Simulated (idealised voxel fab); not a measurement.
Module name: voxel wiring stack (process module)
Cross-section cut spans 205 nm and uses square cells 5 nm in size.
In this document a cross-section is written as a grid of square cells. It is given as a series of bands, listed from the top down, and a band is one or more rows of cells.
In this notation a band is specified by the heights of its top and bottom, in that order and in nm, after which its materials appear from left to right, each paired with its width in nm. The word "all across" attached to a single material means that material fills the band from edge to edge; the word "empty" stands for empty space.
Heights from 0 (as-received wafer is one material below). Bottom band endless downward, as "0 -> down".
When a width is written as two numbers, as in "30->40", the first number is the width in the top row of cells of the band and the second is the width in its bottom row, and the width changes by the same amount from each row to the next.
Take "same as before" at face value: in the step it is given for, the cross-section changed in none of its cells.
"Voids, enclosed" lists enclosed empty spaces (at least 8 cells, no open path upward to the top), each as width x height at distance from the left edge, in nm.
Post-settings text on a step line: simulator's own remark regarding the step.
"overlay nm" on a masked step: distance the mask lay right of its planned place, negative for left.
Every pair from here on: before one process step, after it. The after cross-section reaches only to the lowest band that changed. Below the pair: the step in between and its settings. Pairs can belong to different runs of this module on the same starting wafer; a pair carries on from the pair above only if the entry headed "State on entry" says so.
## State on entry
* 135 -> 115 | 60 nm resist | 30 nm empty | 20 nm resist | 30 nm empty | 65 nm resist
* 115 -> 100 | 60 nm aC | 30 nm empty | 20 nm aC | 30 nm empty | 65 nm aC
* 100 -> 75 | 60 nm SiO2 | 15 nm empty | 35 nm SiO2 | 15 nm empty | 80 nm SiO2
* 75 -> 70 | SiCN all across
* 70 -> 60 | 60 nm lowk | 5 nm TiN | 20 nm Ru | 5 nm TiN | 20 nm lowk | 5 nm TiN | 20 nm Ru | 5 nm TiN | 65 nm lowk
* 60 -> 55 | 60 nm lowk | 5 nm TiN | 5 nm Ru | 20 nm TiN | 20 nm lowk | 5 nm TiN | 5 nm Ru | 20 nm TiN | 65 nm lowk
* 55 -> 40 | 60 nm lowk | 5 nm TiN | 5 nm Ru | 5 nm TiN | 35 nm lowk | 5 nm TiN | 5 nm Ru | 5 nm TiN | 80 nm lowk
* 40 -> 35 | 60 nm SiCN | 15 nm TiN | 35 nm SiCN | 15 nm TiN | 80 nm SiCN
* 35 -> 30 | SiO2 all across
* 30 -> 15 | 60 nm SiO2 | 30 nm W | 20 nm SiO2 | 30 nm W | 65 nm SiO2
* 15 -> 10 | 60 nm SiO2 | 30 nm TiN | 20 nm SiO2 | 30 nm TiN | 65 nm SiO2
* 10 -> 0 | SiO2 all across
* 0 -> down | Si all across
* Voids, enclosed: none
## Cut View, Post-Step
* 115 -> 100 | 60 nm aC | 30 nm empty | 20 nm aC | 30 nm empty | 65 nm aC
* Under 100: no change, same as before.
* Voids, enclosed: none
Here is the step that sits between the two cross-sections above: STRIP: etch materials resist
State on entry: look at the pair above, its after cross-section is where this step starts.
## Cut View, Post-Step
* 115 -> 100 | 60 nm aC | 30 nm empty | 20 nm aC | 30 nm empty | 65 nm aC
* 100 -> 85 | 60 nm SiO2 | 30 nm empty | 20 nm SiO2 | 30 nm empty | 65 nm SiO2
* Under 85: no change, same as before.
* Voids, enclosed: none
Here is the step that sits between the two cross-sections above: DIRECTIONAL_ETCH: etch materials SiO2, depth nm 15
State on entry: look at the pair above, its after cross-section is where this step starts.
## Cut View, Post-Step
* 115 -> 100 | 60 nm aC | 30 nm empty | 20 nm aC | 30 nm empty | 65 nm aC
* 100 -> 85 | 60 nm SiO2 | 30 nm empty | 20 nm SiO2 | 30 nm empty | 65 nm SiO2
* 85 -> 75 | 60 nm SiO2 | 15 nm empty | 35 nm SiO2 | 15 nm empty | 80 nm SiO2
* 75 -> 70 | 60 nm SiCN | 15 nm empty | 35 nm SiCN | 15 nm empty | 80 nm SiCN
* Under 70: no change, same as before.
* Voids, enclosed: none
Here is the step that sits between the two cross-sections above: DIRECTIONAL_ETCH: etch materials SiCN, depth nm 5
State on entry: look at the pair above, its after cross-section is where this step starts.
## Cut View, Post-Step
* 100 -> 85 | 60 nm SiO2 | 30 nm empty | 20 nm SiO2 | 30 nm empty | 65 nm SiO2
* Under 85: no change, same as before.
* Voids, enclosed: none
Here is the step that sits between the two cross-sections above: STRIP: etch materials aC
State on entry: look at the pair above, its after cross-section is where this step starts.
## Cut View, Post-Step
* 105 -> 100 | 65 nm TiN | 20 nm empty | 30 nm TiN | 20 nm empty | 70 nm TiN
* 100 -> 90 | 60 nm SiO2 | 5 nm TiN | 20 nm empty | 5 nm TiN | 20 nm SiO2 | 5 nm TiN | 20 nm empty | 5 nm TiN | 65 nm SiO2
* 90 -> 85 | 60 nm SiO2 | 5 nm TiN | 5 nm empty | 20 nm TiN | 20 nm SiO2 | 5 nm TiN | 5 nm empty | 20 nm TiN | 65 nm SiO2
* 85 -> 75 | 60 nm SiO2 | 5 nm TiN | 5 nm empty | 5 nm TiN | 35 nm SiO2 | 5 nm TiN | 5 nm empty | 5 nm TiN | 80 nm SiO2
* 75 -> 70 | 60 nm SiCN | 15 nm TiN | 35 nm SiCN | 15 nm TiN | 80 nm SiCN
* Under 70: no change, same as before.
* Voids, enclosed: none
Here is the step that sits between the two cross-sections above: CONFORMAL_DEP: material TiN, thk nm 5
State on entry: look at the pair above, its after cross-section is where this step starts.
## Cut View, Post-Step
* 115 -> 105 | Cu all across
* 105 -> 100 | 65 nm TiN | 20 nm Cu | 30 nm TiN | 20 nm Cu | 70 nm TiN
* 100 -> 90 | 60 nm SiO2 | 5 nm TiN | 20 nm Cu | 5 nm TiN | 20 nm SiO2 | 5 nm TiN | 20 nm Cu | 5 nm TiN | 65 nm SiO2
* 90 -> 85 | 60 nm SiO2 | 5 nm TiN | 5 nm Cu | 20 nm TiN | 20 nm SiO2 | 5 nm TiN | 5 nm Cu | 20 nm TiN | 65 nm SiO2
* 85 -> 75 | 60 nm SiO2 | 5 nm TiN | 5 nm Cu | 5 nm TiN | 35 nm SiO2 | 5 nm TiN | 5 nm Cu | 5 nm TiN | 80 nm SiO2
* Under 75: no change, same as before.
* Voids, enclosed: none
Here is the step that sits between the two cross-sections above: FILL_DEP: material Cu, thk nm 10
State on entry: look at the pair above, its after cross-section is where this step starts.
## Cut View, Post-Step
* 100 -> 90 | 60 nm SiO2 | 5 nm TiN | 20 nm Cu | 5 nm TiN | 20 nm SiO2 | 5 nm TiN | 20 nm Cu | 5 nm TiN | 65 nm SiO2
* Under 90: no change, same as before.
* Voids, enclosed: none
Here is the step that sits between the two cross-sections above: CMP: height nm 100
State on entry: look at the pair above, its after cross-section is where this step starts.
## Cut View, Post-Step
* 105 -> 100 | SiCN all across
* Under 100: no change, same as before.
* Voids, enclosed: none
Here is the step that sits between the two cross-sections above: CONFORMAL_DEP: material SiCN, thk nm 5
State on entry: look at the pair above, its after cross-section is where this step starts.
## Cut View, Post-Step
* 140 -> 105 | lowk all across
* Under 105: no change, same as before.
* Voids, enclosed: none
Here is the step that sits between the two cross-sections above: DIRECTIONAL_DEP: material lowk, thk nm 35
State on entry: look at the pair above, its after cross-section is where this step starts.
## Cut View, Post-Step
* 155 -> 140 | aC all across
* Under 140: no change, same as before.
* Voids, enclosed: none
Here is the step that sits between the two cross-sections above: DIRECTIONAL_DEP: material aC, thk nm 15
State on entry: look at the pair above, its after cross-section is where this step starts.
## Cut View, Post-Step
* 185 -> 155 | 60 nm resist | 30 nm empty | 20 nm resist | 30 nm empty | 65 nm resist
* Under 155: no change, same as before.
* Voids, enclosed: none
Here is the step that sits between the two cross-sections above: PATTERN: tone open, mask id METAL_4, material resist, width nm 30, pitch nm 50, thk nm 30, overlay nm 0
State on entry: look at the pair above, its after cross-section is where this step starts.
## Cut View, Post-Step
* 170 -> 155 | 60 nm resist | 30 nm empty | 20 nm resist | 30 nm empty | 65 nm resist
* 155 -> 140 | 60 nm aC | 30 nm empty | 20 nm aC | 30 nm empty | 65 nm aC
* Under 140: no change, same as before.
* Voids, enclosed: none
Here is the step that sits between the two cross-sections above: DIRECTIONAL_ETCH: etch materials aC, depth nm 15
State on entry: look at the pair above, its after cross-section is where this step starts.
## Cut View, Post-Step
* 155 -> 140 | 60 nm aC | 30 nm empty | 20 nm aC | 30 nm empty | 65 nm aC
* Under 140: no change, same as before.
* Voids, enclosed: none
Here is the step that sits between the two cross-sections above: STRIP: etch materials resist
State on entry: look at the pair above, its after cross-section is where this step starts.
## Cut View, Post-Step
* 155 -> 140 | 60 nm aC | 30 nm empty | 20 nm aC | 30 nm empty | 65 nm aC
* 140 -> 120 | 60 nm lowk | 30 nm empty | 20 nm lowk | 30 nm empty | 65 nm lowk
* Under 120: no change, same as before.
* Voids, enclosed: none
Here is the step that sits between the two cross-sections above: DIRECTIONAL_ETCH: etch materials lowk, depth nm 20
State on entry: look at the pair above, its after cross-section is where this step starts.
## Cut View, Post-Step
* 140 -> 120 | 60 nm lowk | 30 nm empty | 20 nm lowk | 30 nm empty | 65 nm lowk
* Under 120: no change, same as before.
* Voids, enclosed: none
Here is the step that sits between the two cross-sections above: STRIP: etch materials aC
State on entry: look at the pair above, its after cross-section is where this step starts.
## Cut View, Post-Step
* 160 -> 140 | 60 nm resist | 15 nm empty | 35 nm resist | 15 nm empty | 80 nm resist
* 140 -> 120 | 60 nm lowk | 15 nm empty | 15 nm resist | 20 nm lowk | 15 nm empty | 15 nm resist | 65 nm lowk
* Under 120: no change, same as before.
* Voids, enclosed: none
Here is the step that sits between the two cross-sections above: PATTERN: tone open, mask id METAL_4_HOLES, material resist, width nm 15, pitch nm 50, thk nm 20, overlay nm 0
State on entry: look at the pair above, its after cross-section is where this step starts.
## Cut View, Post-Step
* 160 -> 140 | 60 nm resist | 15 nm empty | 35 nm resist | 15 nm empty | 80 nm resist
* 140 -> 120 | 60 nm lowk | 15 nm empty | 15 nm resist | 20 nm lowk | 15 nm empty | 15 nm resist | 65 nm lowk
* 120 -> 105 | 60 nm lowk | 15 nm empty | 35 nm lowk | 15 nm empty | 80 nm lowk
* Under 105: no change, same as before.
* Voids, enclosed: none
Here is the step that sits between the two cross-sections above: DIRECTIONAL_ETCH: etch materials lowk, depth nm 15
State on entry: look at the pair above, its after cross-section is where this step starts.
## Cut View, Post-Step
* 160 -> 140 | 60 nm resist | 15 nm empty | 35 nm resist | 15 nm empty | 80 nm resist
* 140 -> 120 | 60 nm lowk | 15 nm empty | 15 nm resist | 20 nm lowk | 15 nm empty | 15 nm resist | 65 nm lowk
* 120 -> 105 | 60 nm lowk | 15 nm empty | 35 nm lowk | 15 nm empty | 80 nm lowk
* 105 -> 100 | 60 nm SiCN | 15 nm empty | 35 nm SiCN | 15 nm empty | 80 nm SiCN
* Under 100: no change, same as before.
* Voids, enclosed: none
Here is the step that sits between the two cross-sections above: DIRECTIONAL_ETCH: etch materials SiCN, depth nm 5
State on entry: look at the pair above, its after cross-section is where this step starts.
## Cut View, Post-Step
* 140 -> 120 | 60 nm lowk | 30 nm empty | 20 nm lowk | 30 nm empty | 65 nm lowk
* Under 120: no change, same as before.
* Voids, enclosed: none
Here is the step that sits between the two cross-sections above: STRIP: etch materials resist
State on entry: look at the pair above, its after cross-section is where this step starts.
## Cut View, Post-Step
* 145 -> 140 | 65 nm TiN | 20 nm empty | 30 nm TiN | 20 nm empty | 70 nm TiN
* 140 -> 125 | 60 nm lowk | 5 nm TiN | 20 nm empty | 5 nm TiN | 20 nm lowk | 5 nm TiN | 20 nm empty | 5 nm TiN | 65 nm lowk
* 125 -> 120 | 60 nm lowk | 5 nm TiN | 5 nm empty | 20 nm TiN | 20 nm lowk | 5 nm TiN | 5 nm empty | 20 nm TiN | 65 nm lowk
* 120 -> 105 | 60 nm lowk | 5 nm TiN | 5 nm empty | 5 nm TiN | 35 nm lowk | 5 nm TiN | 5 nm empty | 5 nm TiN | 80 nm lowk
* 105 -> 100 | 60 nm SiCN | 15 nm TiN | 35 nm SiCN | 15 nm TiN | 80 nm SiCN
* Under 100: no change, same as before.
* Voids, enclosed: none
Here is the step that sits between the two cross-sections above: CONFORMAL_DEP: material TiN, thk nm 5
State on entry: look at the pair above, its after cross-section is where this step starts.
## Cut View, Post-Step
* 150 -> 145 | Ru all across
* 145 -> 140 | 65 nm TiN | 20 nm Ru | 30 nm TiN | 20 nm Ru | 70 nm TiN
* 140 -> 125 | 60 nm lowk | 5 nm TiN | 20 nm Ru | 5 nm TiN | 20 nm lowk | 5 nm TiN | 20 nm Ru | 5 nm TiN | 65 nm lowk
* 125 -> 120 | 60 nm lowk | 5 nm TiN | 5 nm Ru | 20 nm TiN | 20 nm lowk | 5 nm TiN | 5 nm Ru | 20 nm TiN | 65 nm lowk
* 120 -> 105 | 60 nm lowk | 5 nm TiN | 5 nm Ru | 5 nm TiN | 35 nm lowk | 5 nm TiN | 5 nm Ru | 5 nm TiN | 80 nm lowk
* Under 105: no change, same as before.
* Voids, enclosed: none
Here is the step that sits between the two cross-sections above: FILL_DEP: material Ru, thk nm 5
State on entry: look at the pair above, its after cross-section is where this step starts.
## Cut View, Post-Step
* 140 -> 125 | 60 nm lowk | 5 nm TiN | 20 nm Ru | 5 nm TiN | 20 nm lowk | 5 nm TiN | 20 nm Ru | 5 nm TiN | 65 nm lowk
* Under 125: no change, same as before.
* Voids, enclosed: none
Here is the step that sits between the two cross-sections above: CMP: height nm 140
State on entry: look at the pair above, its after cross-section is where this step starts.
## Cut View, Post-Step
* 145 -> 140 | SiCN all across
* Under 140: no change, same as before.
* Voids, enclosed: none
Here is the step that sits between the two cross-sections above: CONFORMAL_DEP: material SiCN, thk nm 5
## State on entry
* 100 -> 75 | SiO2 all across
* 75 -> 70 | SiCN all across
* 70 -> 60 | 60 nm lowk | 5 nm TiN | 20 nm Ru | 5 nm TiN | 20 nm lowk | 5 nm TiN | 20 nm Ru | 5 nm TiN | 65 nm lowk
* 60 -> 55 | 60 nm lowk | 5 nm TiN | 5 nm Ru | 20 nm TiN | 20 nm lowk | 5 nm TiN | 5 nm Ru | 20 nm TiN | 65 nm lowk
* 55 -> 40 | 60 nm lowk | 5 nm TiN | 5 nm Ru | 5 nm TiN | 35 nm lowk | 5 nm TiN | 5 nm Ru | 5 nm TiN | 80 nm lowk
* 40 -> 35 | 60 nm SiCN | 15 nm TiN | 35 nm SiCN | 15 nm TiN | 80 nm SiCN
* 35 -> 15 | 60 nm SiO2 | 30 nm W | 20 nm SiO2 | 30 nm W | 65 nm SiO2
* 15 -> 10 | 60 nm SiO2 | 30 nm TiN | 20 nm SiO2 | 30 nm TiN | 65 nm SiO2
* 10 -> 0 | SiO2 all across
* 0 -> down | Si all across
* Voids, enclosed: none
## Cut View, Post-Step
* 120 -> 100 | 60 nm resist | 20 nm empty | 30 nm resist | 20 nm empty | 75 nm resist
* Under 100: no change, same as before.
* Voids, enclosed: none
Here is the step that sits between the two cross-sections above: PATTERN: tone open, mask id METAL_3_HOLES, material resist, width nm 20, pitch nm 50, thk nm 20, overlay nm 0
State on entry: look at the pair above, its after cross-section is where this step starts.
## Cut View, Post-Step
* 120 -> 100 | 60 nm resist | 20 nm empty | 30 nm resist | 20 nm empty | 75 nm resist
* 100 -> 75 | 60 nm SiO2 | 20 nm empty | 30 nm SiO2 | 20 nm empty | 75 nm SiO2
* Under 75: no change, same as before.
* Voids, enclosed: none
Here is the step that sits between the two cross-sections above: DIRECTIONAL_ETCH: etch materials SiO2, depth nm 25
State on entry: look at the pair above, its after cross-section is where this step starts.
## Cut View, Post-Step
* 100 -> 75 | 60 nm SiO2 | 20 nm empty | 30 nm SiO2 | 20 nm empty | 75 nm SiO2
* Under 75: no change, same as before.
* Voids, enclosed: none
Here is the step that sits between the two cross-sections above: STRIP: etch materials resist
State on entry: look at the pair above, its after cross-section is where this step starts.
## Cut View, Post-Step
* 115 -> 100 | 60 nm aC | 20 nm empty | 30 nm aC | 20 nm empty | 75 nm aC
* 100 -> 90 | 60 nm SiO2 | 20 nm empty | 30 nm SiO2 | 20 nm empty | 75 nm SiO2
* 90 -> 75 | 60 nm SiO2 | 20 nm aC | 30 nm SiO2 | 20 nm aC | 75 nm SiO2
* Under 75: no change, same as before.
* Voids, enclosed: none
Here is the step that sits between the two cross-sections above: DIRECTIONAL_DEP: material aC, thk nm 15
State on entry: look at the pair above, its after cross-section is where this step starts.
## Cut View, Post-Step
* 150 -> 115 | 60 nm resist | 30 nm empty | 20 nm resist | 30 nm empty | 65 nm resist
* Under 115: no change, same as before.
* Voids, enclosed: none
Here is the step that sits between the two cross-sections above: PATTERN: tone open, mask id METAL_3, material resist, width nm 30, pitch nm 50, thk nm 35, overlay nm 0
State on entry: look at the pair above, its after cross-section is where this step starts.
## Cut View, Post-Step
* 135 -> 115 | 60 nm resist | 30 nm empty | 20 nm resist | 30 nm empty | 65 nm resist
* 115 -> 100 | 60 nm aC | 30 nm empty | 20 nm aC | 30 nm empty | 65 nm aC
* 100 -> 75 | 60 nm SiO2 | 20 nm empty | 30 nm SiO2 | 20 nm empty | 75 nm SiO2
* Under 75: no change, same as before.
* Voids, enclosed: none
Here is the step that sits between the two cross-sections above: DIRECTIONAL_ETCH: etch materials aC, depth nm 15
State on entry: look at the pair above, its after cross-section is where this step starts.
## Cut View, Post-Step
* 115 -> 100 | 60 nm aC | 30 nm empty | 20 nm aC | 30 nm empty | 65 nm aC
* Under 100: no change, same as before.
* Voids, enclosed: none
Here is the step that sits between the two cross-sections above: STRIP: etch materials resist
State on entry: look at the pair above, its after cross-section is where this step starts.
## Cut View, Post-Step
* 115 -> 100 | 60 nm aC | 30 nm empty | 20 nm aC | 30 nm empty | 65 nm aC
* 100 -> 85 | 60 nm SiO2 | 30 nm empty | 20 nm SiO2 | 30 nm empty | 65 nm SiO2
* Under 85: no change, same as before.
* Voids, enclosed: none
Here is the step that sits between the two cross-sections above: DIRECTIONAL_ETCH: etch materials SiO2, depth nm 15
State on entry: look at the pair above, its after cross-section is where this step starts.
## Cut View, Post-Step
* 115 -> 100 | 60 nm aC | 30 nm empty | 20 nm aC | 30 nm empty | 65 nm aC
* 100 -> 85 | 60 nm SiO2 | 30 nm empty | 20 nm SiO2 | 30 nm empty | 65 nm SiO2
* 85 -> 75 | 60 nm SiO2 | 20 nm empty | 30 nm SiO2 | 20 nm empty | 75 nm SiO2
* 75 -> 70 | 60 nm SiCN | 20 nm empty | 30 nm SiCN | 20 nm empty | 75 nm SiCN
* Under 70: no change, same as before.
* Voids, enclosed: none
Here is the step that sits between the two cross-sections above: DIRECTIONAL_ETCH: etch materials SiCN, depth nm 5
State on entry: look at the pair above, its after cross-section is where this step starts.
## Cut View, Post-Step
* 100 -> 85 | 60 nm SiO2 | 30 nm empty | 20 nm SiO2 | 30 nm empty | 65 nm SiO2
* Under 85: no change, same as before.
* Voids, enclosed: none
Here is the step that sits between the two cross-sections above: STRIP: etch materials aC
State on entry: look at the pair above, its after cross-section is where this step starts.
## Cut View, Post-Step
* 105 -> 100 | 65 nm TiN | 20 nm empty | 30 nm TiN | 20 nm empty | 70 nm TiN
* 100 -> 90 | 60 nm SiO2 | 5 nm TiN | 20 nm empty | 5 nm TiN | 20 nm SiO2 | 5 nm TiN | 20 nm empty | 5 nm TiN | 65 nm SiO2
* 90 -> 85 | 60 nm SiO2 | 5 nm TiN | 10 nm empty | 15 nm TiN | 20 nm SiO2 | 5 nm TiN | 10 nm empty | 15 nm TiN | 65 nm SiO2
* 85 -> 75 | 60 nm SiO2 | 5 nm TiN | 10 nm empty | 5 nm TiN | 30 nm SiO2 | 5 nm TiN | 10 nm empty | 5 nm TiN | 75 nm SiO2
* 75 -> 70 | 60 nm SiCN | 20 nm TiN | 30 nm SiCN | 20 nm TiN | 75 nm SiCN
* Under 70: no change, same as before.
* Voids, enclosed: none
Here is the step that sits between the two cross-sections above: CONFORMAL_DEP: material TiN, thk nm 5
State on entry: look at the pair above, its after cross-section is where this step starts.
## Cut View, Post-Step
* 115 -> 105 | Cu all across
* 105 -> 100 | 65 nm TiN | 20 nm Cu | 30 nm TiN | 20 nm Cu | 70 nm TiN
* 100 -> 90 | 60 nm SiO2 | 5 nm TiN | 20 nm Cu | 5 nm TiN | 20 nm SiO2 | 5 nm TiN | 20 nm Cu | 5 nm TiN | 65 nm SiO2
* 90 -> 85 | 60 nm SiO2 | 5 nm TiN | 10 nm Cu | 15 nm TiN | 20 nm SiO2 | 5 nm TiN | 10 nm Cu | 15 nm TiN | 65 nm SiO2
* 85 -> 75 | 60 nm SiO2 | 5 nm TiN | 10 nm Cu | 5 nm TiN | 30 nm SiO2 | 5 nm TiN | 10 nm Cu | 5 nm TiN | 75 nm SiO2
* Under 75: no change, same as before.
* Voids, enclosed: none
Here is the step that sits between the two cross-sections above: FILL_DEP: material Cu, thk nm 10
State on entry: look at the pair above, its after cross-section is where this step starts.
## Cut View, Post-Step
* 100 -> 90 | 60 nm SiO2 | 5 nm TiN | 20 nm Cu | 5 nm TiN | 20 nm SiO2 | 5 nm TiN | 20 nm Cu | 5 nm TiN | 65 nm SiO2
* Under 90: no change, same as before.
* Voids, enclosed: none
Here is the step that sits between the two cross-sections above: CMP: height nm 100
State on entry: look at the pair above, its after cross-section is where this step starts.
## Cut View, Post-Step
* 105 -> 100 | SiCN all across
* Under 100: no change, same as before.
* Voids, enclosed: none
Here is the step that sits between the two cross-sections above: CONFORMAL_DEP: material SiCN, thk nm 5
State on entry: look at the pair above, its after cross-section is where this step starts.
## Cut View, Post-Step
* 140 -> 105 | lowk all across
* Under 105: no change, same as before.
* Voids, enclosed: none
Here is the step that sits between the two cross-sections above: DIRECTIONAL_DEP: material lowk, thk nm 35
State on entry: look at the pair above, its after cross-section is where this step starts.
## Cut View, Post-Step
* 155 -> 140 | aC all across
* Under 140: no change, same as before.
* Voids, enclosed: none
Here is the step that sits between the two cross-sections above: DIRECTIONAL_DEP: material aC, thk nm 15
State on entry: look at the pair above, its after cross-section is where this step starts.
## Cut View, Post-Step
* 185 -> 155 | 60 nm resist | 30 nm empty | 20 nm resist | 30 nm empty | 65 nm resist
* Under 155: no change, same as before.
* Voids, enclosed: none
Here is the step that sits between the two cross-sections above: PATTERN: tone open, mask id METAL_4, material resist, width nm 30, pitch nm 50, thk nm 30, overlay nm 0
State on entry: look at the pair above, its after cross-section is where this step starts.
## Cut View, Post-Step
* 170 -> 155 | 60 nm resist | 30 nm empty | 20 nm resist | 30 nm empty | 65 nm resist
* 155 -> 140 | 60 nm aC | 30 nm empty | 20 nm aC | 30 nm empty | 65 nm aC
* Under 140: no change, same as before.
* Voids, enclosed: none
Here is the step that sits between the two cross-sections above: DIRECTIONAL_ETCH: etch materials aC, depth nm 15
State on entry: look at the pair above, its after cross-section is where this step starts.
## Cut View, Post-Step
* 155 -> 140 | 60 nm aC | 30 nm empty | 20 nm aC | 30 nm empty | 65 nm aC
* Under 140: no change, same as before.
* Voids, enclosed: none
Here is the step that sits between the two cross-sections above: STRIP: etch materials resist
State on entry: look at the pair above, its after cross-section is where this step starts.
## Cut View, Post-Step
* 155 -> 140 | 60 nm aC | 30 nm empty | 20 nm aC | 30 nm empty | 65 nm aC
* 140 -> 120 | 60 nm lowk | 30 nm empty | 20 nm lowk | 30 nm empty | 65 nm lowk
* Under 120: no change, same as before.
* Voids, enclosed: none
Here is the step that sits between the two cross-sections above: DIRECTIONAL_ETCH: etch materials lowk, depth nm 20
State on entry: look at the pair above, its after cross-section is where this step starts.
## Cut View, Post-Step
* 140 -> 120 | 60 nm lowk | 30 nm empty | 20 nm lowk | 30 nm empty | 65 nm lowk
* Under 120: no change, same as before.
* Voids, enclosed: none
Here is the step that sits between the two cross-sections above: STRIP: etch materials aC
State on entry: look at the pair above, its after cross-section is where this step starts.
## Cut View, Post-Step
* 160 -> 140 | 60 nm resist | 15 nm empty | 35 nm resist | 15 nm empty | 80 nm resist
* 140 -> 120 | 60 nm lowk | 15 nm empty | 15 nm resist | 20 nm lowk | 15 nm empty | 15 nm resist | 65 nm lowk
* Under 120: no change, same as before.
* Voids, enclosed: none
Here is the step that sits between the two cross-sections above: PATTERN: tone open, mask id METAL_4_HOLES, material resist, width nm 15, pitch nm 50, thk nm 20, overlay nm 0
State on entry: look at the pair above, its after cross-section is where this step starts.
## Cut View, Post-Step
* 160 -> 140 | 60 nm resist | 15 nm empty | 35 nm resist | 15 nm empty | 80 nm resist
* 140 -> 120 | 60 nm lowk | 15 nm empty | 15 nm resist | 20 nm lowk | 15 nm empty | 15 nm resist | 65 nm lowk
* 120 -> 105 | 60 nm lowk | 15 nm empty | 35 nm lowk | 15 nm empty | 80 nm lowk
* Under 105: no change, same as before.
* Voids, enclosed: none
Here is the step that sits between the two cross-sections above: DIRECTIONAL_ETCH: etch materials lowk, depth nm 15
State on entry: look at the pair above, its after cross-section is where this step starts.
## Cut View, Post-Step
* 160 -> 140 | 60 nm resist | 15 nm empty | 35 nm resist | 15 nm empty | 80 nm resist
* 140 -> 120 | 60 nm lowk | 15 nm empty | 15 nm resist | 20 nm lowk | 15 nm empty | 15 nm resist | 65 nm lowk
* 120 -> 105 | 60 nm lowk | 15 nm empty | 35 nm lowk | 15 nm empty | 80 nm lowk
* 105 -> 100 | 60 nm SiCN | 15 nm empty | 35 nm SiCN | 15 nm empty | 80 nm SiCN
* Under 100: no change, same as before.
* Voids, enclosed: none
Here is the step that sits between the two cross-sections above: DIRECTIONAL_ETCH: etch materials SiCN, depth nm 5
State on entry: look at the pair above, its after cross-section is where this step starts.
## Cut View, Post-Step
* 140 -> 120 | 60 nm lowk | 30 nm empty | 20 nm lowk | 30 nm empty | 65 nm lowk
* Under 120: no change, same as before.
* Voids, enclosed: none
Here is the step that sits between the two cross-sections above: STRIP: etch materials resist
State on entry: look at the pair above, its after cross-section is where this step starts.
## Cut View, Post-Step
* 145 -> 140 | 65 nm TiN | 20 nm empty | 30 nm TiN | 20 nm empty | 70 nm TiN
* 140 -> 125 | 60 nm lowk | 5 nm TiN | 20 nm empty | 5 nm TiN | 20 nm lowk | 5 nm TiN | 20 nm empty | 5 nm TiN | 65 nm lowk
* 125 -> 120 | 60 nm lowk | 5 nm TiN | 5 nm empty | 20 nm TiN | 20 nm lowk | 5 nm TiN | 5 nm empty | 20 nm TiN | 65 nm lowk
* 120 -> 105 | 60 nm lowk | 5 nm TiN | 5 nm empty | 5 nm TiN | 35 nm lowk | 5 nm TiN | 5 nm empty | 5 nm TiN | 80 nm lowk
* 105 -> 100 | 60 nm SiCN | 15 nm TiN | 35 nm SiCN | 15 nm TiN | 80 nm SiCN
* Under 100: no change, same as before.
* Voids, enclosed: none
Here is the step that sits between the two cross-sections above: CONFORMAL_DEP: material TiN, thk nm 5
State on entry: look at the pair above, its after cross-section is where this step starts.
## Cut View, Post-Step
* 150 -> 145 | Ru all across
* 145 -> 140 | 65 nm TiN | 20 nm Ru | 30 nm TiN | 20 nm Ru | 70 nm TiN
* 140 -> 125 | 60 nm lowk | 5 nm TiN | 20 nm Ru | 5 nm TiN | 20 nm lowk | 5 nm TiN | 20 nm Ru | 5 nm TiN | 65 nm lowk
* 125 -> 120 | 60 nm lowk | 5 nm TiN | 5 nm Ru | 20 nm TiN | 20 nm lowk | 5 nm TiN | 5 nm Ru | 20 nm TiN | 65 nm lowk
* 120 -> 105 | 60 nm lowk | 5 nm TiN | 5 nm Ru | 5 nm TiN | 35 nm lowk | 5 nm TiN | 5 nm Ru | 5 nm TiN | 80 nm lowk
* Under 105: no change, same as before.
* Voids, enclosed: none
Here is the step that sits between the two cross-sections above: FILL_DEP: material Ru, thk nm 5
State on entry: look at the pair above, its after cross-section is where this step starts.
## Cut View, Post-Step
* 140 -> 125 | 60 nm lowk | 5 nm TiN | 20 nm Ru | 5 nm TiN | 20 nm lowk | 5 nm TiN | 20 nm Ru | 5 nm TiN | 65 nm lowk
* Under 125: no change, same as before.
* Voids, enclosed: none
Here is the step that sits between the two cross-sections above: CMP: height nm 140
State on entry: look at the pair above, its after cross-section is where this step starts.
## Cut View, Post-Step
* 145 -> 140 | SiCN all across
* Under 140: no change, same as before.
* Voids, enclosed: none
Here is the step that sits between the two cross-sections above: CONFORMAL_DEP: material SiCN, thk nm 5
## State on entry
* 35 -> 15 | W all across
* 15 -> 10 | TiN all across
* 10 -> 0 | SiO2 all across
* 0 -> down | Si all across
* Voids, enclosed: none
## Cut View, Post-Step
* 55 -> 35 | 50 nm empty | 30 nm resist | 20 nm empty | 30 nm resist | 75 nm empty
* Under 35: no change, same as before.
* Voids, enclosed: none
Here is the step that sits between the two cross-sections above: PATTERN: tone cover, mask id METAL_1, material resist, width nm 30, pitch nm 50, thk nm 20, overlay nm -10
State on entry: look at the pair above, its after cross-section is where this step starts.
## Cut View, Post-Step
* 55 -> 35 | 50 nm empty | 30 nm resist | 20 nm empty | 30 nm resist | 75 nm empty
* 35 -> 15 | 50 nm empty | 30 nm W | 20 nm empty | 30 nm W | 75 nm empty
* Under 15: no change, same as before.
* Voids, enclosed: none
Here is the step that sits between the two cross-sections above: DIRECTIONAL_ETCH: etch materials W, depth nm 20
State on entry: look at the pair above, its after cross-section is where this step starts.
## Cut View, Post-Step
* 55 -> 35 | 50 nm empty | 30 nm resist | 20 nm empty | 30 nm resist | 75 nm empty
* 35 -> 15 | 50 nm empty | 30 nm W | 20 nm empty | 30 nm W | 75 nm empty
* 15 -> 10 | 50 nm empty | 30 nm TiN | 20 nm empty | 30 nm TiN | 75 nm empty
* Under 10: no change, same as before.
* Voids, enclosed: none
Here is the step that sits between the two cross-sections above: DIRECTIONAL_ETCH: etch materials TiN, depth nm 5
State on entry: look at the pair above, its after cross-section is where this step starts.
## Cut View, Post-Step
* 35 -> 15 | 50 nm empty | 30 nm W | 20 nm empty | 30 nm W | 75 nm empty
* Under 15: no change, same as before.
* Voids, enclosed: none
Here is the step that sits between the two cross-sections above: STRIP: etch materials resist
State on entry: look at the pair above, its after cross-section is where this step starts.
## Cut View, Post-Step
* 45 -> 35 | SiO2 all across
* 35 -> 15 | 50 nm SiO2 | 30 nm W | 20 nm SiO2 | 30 nm W | 75 nm SiO2
* 15 -> 10 | 50 nm SiO2 | 30 nm TiN | 20 nm SiO2 | 30 nm TiN | 75 nm SiO2
* Under 10: no change, same as before.
* Voids, enclosed: none
Here is the step that sits between the two cross-sections above: FILL_DEP: material SiO2, thk nm 10
